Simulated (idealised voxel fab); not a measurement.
The following is a process module called voxel ribs on slabs.
The cross-section shown here is cut; it is 160 nm wide and divided into square cells measuring 5 nm on a side.
Bands, listed from the top down, are how a cross-section gets written in this document; the cross-section itself is a grid of square cells, and a band is one or more rows of them.
Look at the band entry: it leads with the top's height and the bottom's height in nm. Then it lists the materials left to right, with a width in nm for each. The word "everywhere" on a single material says that material fills the band edge to edge. The word "air" is empty space.
Height reference: 0 = level under which incoming wafer is all one material. Lowest band: no bottom, runs on downward, e.g. "0 and below".
Think of "30..40" as a width that walks from the first number to the second as you go down the band, top row to bottom row, taking equal-sized steps from row to row.
"remained the same" -> step changed no cross-section cell.
Unvented voids: empty space of 8 cells or more with no open way to the top, each as width x height at its distance from the left edge, in nm
If you see something after the settings on a step's line, that's the simulator's own remark about that step.
A step line may carry the setting "overlay nm", which, for steps involving a mask, states the distance by which the mask lay to the right of its intended position; negative values denote displacement to the left.

-- Set out below are the planned steps of the process
| 1 | RECEIVE, material Si |
| 2 | DIRECTIONAL_DEP, material SiO2, thk nm 25 |
| 3 | DIRECTIONAL_DEP, material SiN, thk nm 20 |
| 4 | DIRECTIONAL_DEP, material aC, thk nm 10 |
| 5 | PATTERN, tone cover, mask id RIB, material resist, width nm 30, thk nm 30, overlay nm 0 |
| 6 | DIRECTIONAL_ETCH, etch materials aC, depth nm 10 |
| 7 | STRIP, etch materials resist |
| 8 | DIRECTIONAL_ETCH, etch materials SiN, depth nm 10 |
| 9 | STRIP, etch materials aC |
| 10 | DIRECTIONAL_DEP, material aC, thk nm 15 |
| 11 | PATTERN, tone cover, mask id SLAB, material resist, width nm 90, thk nm 30, overlay nm 0 |
| 12 | DIRECTIONAL_ETCH, etch materials aC, depth nm 15 |
| 13 | STRIP, etch materials resist |
| 14 | DIRECTIONAL_ETCH, etch materials SiN, depth nm 10 |
| 15 | STRIP, etch materials aC |
| 16 | FILL_DEP, material SiO2, thk nm 25 |
| 17 | CMP, height nm 65 |
| 18 | DIRECTIONAL_DEP, material TiN, thk nm 5 |
| 19 | DIRECTIONAL_DEP, material aC, thk nm 15 |
| 20 | PATTERN, tone cover, mask id HEATER, material resist, width nm 40, thk nm 30, overlay nm 0 |
| 21 | DIRECTIONAL_ETCH, etch materials aC, depth nm 15 |
| 22 | STRIP, etch materials resist |
| 23 | DIRECTIONAL_ETCH, etch materials TiN, depth nm 5 |
| 24 | STRIP, etch materials aC |
| 25 | CONFORMAL_DEP, material SiN, thk nm 5 |

-- First of the two wafers, run per plan

-- Cross-section of the incoming wafer, state after step 1
  0 and below = Si everywhere
  Unvented voids: none

-- Step 2 complete: cross-section through the wafer
  25 down to 0 = SiO2 everywhere
  Everything below 0 is unchanged.

-- Step 3 complete: cross-section through the wafer
  45 down to 25 = SiN everywhere
  Everything below 25 is unchanged.

-- Step 4 complete: cross-section through the wafer
  55 down to 45 = aC everywhere
  Everything below 45 is unchanged.

-- Step 5 complete: cross-section through the wafer
  85 down to 55 = 65 air, 30 resist, 65 air
  Everything below 55 is unchanged.

-- Step 6 complete: cross-section through the wafer
  75 down to 55 = 65 air, 30 resist, 65 air
  55 down to 45 = 65 air, 30 aC, 65 air
  Everything below 45 is unchanged.

-- Step 7 complete: cross-section through the wafer
  55 down to 45 = 65 air, 30 aC, 65 air
  Everything below 45 is unchanged.

-- Step 8 complete: cross-section through the wafer
  55 down to 45 = 65 air, 30 aC, 65 air
  45 down to 35 = 65 air, 30 SiN, 65 air
  Everything below 35 is unchanged.

-- Step 9 complete: cross-section through the wafer
  45 down to 35 = 65 air, 30 SiN, 65 air
  Everything below 35 is unchanged.

-- Step 10 complete: cross-section through the wafer
  60 down to 50 = 65 air, 30 aC, 65 air
  50 down to 45 = aC everywhere
  45 down to 35 = 65 aC, 30 SiN, 65 aC
  Everything below 35 is unchanged.

-- Step 11 complete: cross-section through the wafer
  90 down to 60 = 35 air, 90 resist, 35 air
  60 down to 50 = 35 air, 30 resist, 30 aC, 30 resist, 35 air
  Everything below 50 is unchanged.

-- Step 12 complete: cross-section through the wafer
  75 down to 60 = 35 air, 90 resist, 35 air
  60 down to 50 = 35 air, 30 resist, 30 aC, 30 resist, 35 air
  50 down to 45 = 35 air, 90 aC, 35 air
  45 down to 35 = 35 air, 30 aC, 30 SiN, 30 aC, 35 air
  Everything below 35 is unchanged.

-- Step 13 complete: cross-section through the wafer
  60 down to 50 = 65 air, 30 aC, 65 air
  Everything below 50 is unchanged.

-- Step 14 complete: cross-section through the wafer
  60 down to 50 = 65 air, 30 aC, 65 air
  50 down to 45 = 35 air, 90 aC, 35 air
  45 down to 35 = 35 air, 30 aC, 30 SiN, 30 aC, 35 air
  35 down to 25 = 35 air, 90 SiN, 35 air
  Everything below 25 is unchanged.

-- Step 15 complete: cross-section through the wafer
  45 down to 35 = 65 air, 30 SiN, 65 air
  Everything below 35 is unchanged.

-- Step 16 complete: cross-section through the wafer
  70 down to 45 = SiO2 everywhere
  45 down to 35 = 65 SiO2, 30 SiN, 65 SiO2
  35 down to 25 = 35 SiO2, 90 SiN, 35 SiO2
  Everything below 25 is unchanged.

-- Step 17 complete: cross-section through the wafer
  65 down to 45 = SiO2 everywhere
  Everything below 45 is unchanged.

-- Step 18 complete: cross-section through the wafer
  70 down to 65 = TiN everywhere
  Everything below 65 is unchanged.

-- Step 19 complete: cross-section through the wafer
  85 down to 70 = aC everywhere
  Everything below 70 is unchanged.

-- Step 20 complete: cross-section through the wafer
  115 down to 85 = 60 air, 40 resist, 60 air
  Everything below 85 is unchanged.

-- Step 21 complete: cross-section through the wafer
  100 down to 85 = 60 air, 40 resist, 60 air
  85 down to 70 = 60 air, 40 aC, 60 air
  Everything below 70 is unchanged.

-- Step 22 complete: cross-section through the wafer
  85 down to 70 = 60 air, 40 aC, 60 air
  Everything below 70 is unchanged.

-- Step 23 complete: cross-section through the wafer
  85 down to 70 = 60 air, 40 aC, 60 air
  70 down to 65 = 60 air, 40 TiN, 60 air
  Everything below 65 is unchanged.

-- Step 24 complete: cross-section through the wafer
  70 down to 65 = 60 air, 40 TiN, 60 air
  Everything below 65 is unchanged.

-- Step 25 complete: cross-section through the wafer
  75 down to 70 = 55 air, 50 SiN, 55 air
  70 down to 65 = 60 SiN, 40 TiN, 60 SiN
  Everything below 65 is unchanged.

-- Second wafer. Start and plan as for the first. One mistake made in running. Agrees with the first up to and including step 10

-- The second wafer in cross-section, at the planned close of step 11
  90 down to 60 = 40 air, 80 resist, 40 air
  60 down to 50 = 40 air, 25 resist, 30 aC, 25 resist, 40 air
  Everything below 50 is unchanged.

-- The second wafer in cross-section, at the planned close of step 12
  75 down to 60 = 40 air, 80 resist, 40 air
  60 down to 50 = 40 air, 25 resist, 30 aC, 25 resist, 40 air
  50 down to 45 = 40 air, 80 aC, 40 air
  45 down to 35 = 40 air, 25 aC, 30 SiN, 25 aC, 40 air
  Everything below 35 is unchanged.

-- The second wafer in cross-section, at the planned close of step 13
  60 down to 50 = 65 air, 30 aC, 65 air
  Everything below 50 is unchanged.

-- The second wafer in cross-section, at the planned close of step 14
  60 down to 50 = 65 air, 30 aC, 65 air
  50 down to 45 = 40 air, 80 aC, 40 air
  45 down to 35 = 40 air, 25 aC, 30 SiN, 25 aC, 40 air
  35 down to 25 = 40 air, 80 SiN, 40 air
  Everything below 25 is unchanged.

-- The second wafer in cross-section, at the planned close of step 15
  45 down to 35 = 65 air, 30 SiN, 65 air
  Everything below 35 is unchanged.

-- The second wafer in cross-section, at the planned close of step 16
  70 down to 45 = SiO2 everywhere
  45 down to 35 = 65 SiO2, 30 SiN, 65 SiO2
  35 down to 25 = 40 SiO2, 80 SiN, 40 SiO2
  Everything below 25 is unchanged.

-- The second wafer in cross-section, at the planned close of step 17
  65 down to 45 = SiO2 everywhere
  Everything below 45 is unchanged.

-- The second wafer in cross-section, at the planned close of step 18
  70 down to 65 = TiN everywhere
  Everything below 65 is unchanged.

-- The second wafer in cross-section, at the planned close of step 19
  85 down to 70 = aC everywhere
  Everything below 70 is unchanged.

-- The second wafer in cross-section, at the planned close of step 20
  115 down to 85 = 60 air, 40 resist, 60 air
  Everything below 85 is unchanged.

-- The second wafer in cross-section, at the planned close of step 21
  100 down to 85 = 60 air, 40 resist, 60 air
  85 down to 70 = 60 air, 40 aC, 60 air
  Everything below 70 is unchanged.

-- The second wafer in cross-section, at the planned close of step 22
  85 down to 70 = 60 air, 40 aC, 60 air
  Everything below 70 is unchanged.

-- The second wafer in cross-section, at the planned close of step 23
  85 down to 70 = 60 air, 40 aC, 60 air
  70 down to 65 = 60 air, 40 TiN, 60 air
  Everything below 65 is unchanged.

-- The second wafer in cross-section, at the planned close of step 24
  70 down to 65 = 60 air, 40 TiN, 60 air
  Everything below 65 is unchanged.

-- The second wafer in cross-section, at the planned close of step 25
  75 down to 70 = 55 air, 50 SiN, 55 air
  70 down to 65 = 60 SiN, 40 TiN, 60 SiN
  Everything below 65 is unchanged.
what went wrong: step 11 was processed under conditions differing from the plan, specifically as PATTERN, tone cover, mask id SLAB, material resist, width nm 80, thk nm 30, overlay nm 0
FYI, end of process, the second wafer has more or fewer cells of some materials than the first: 4 fewer of SiN | 4 more of SiO2
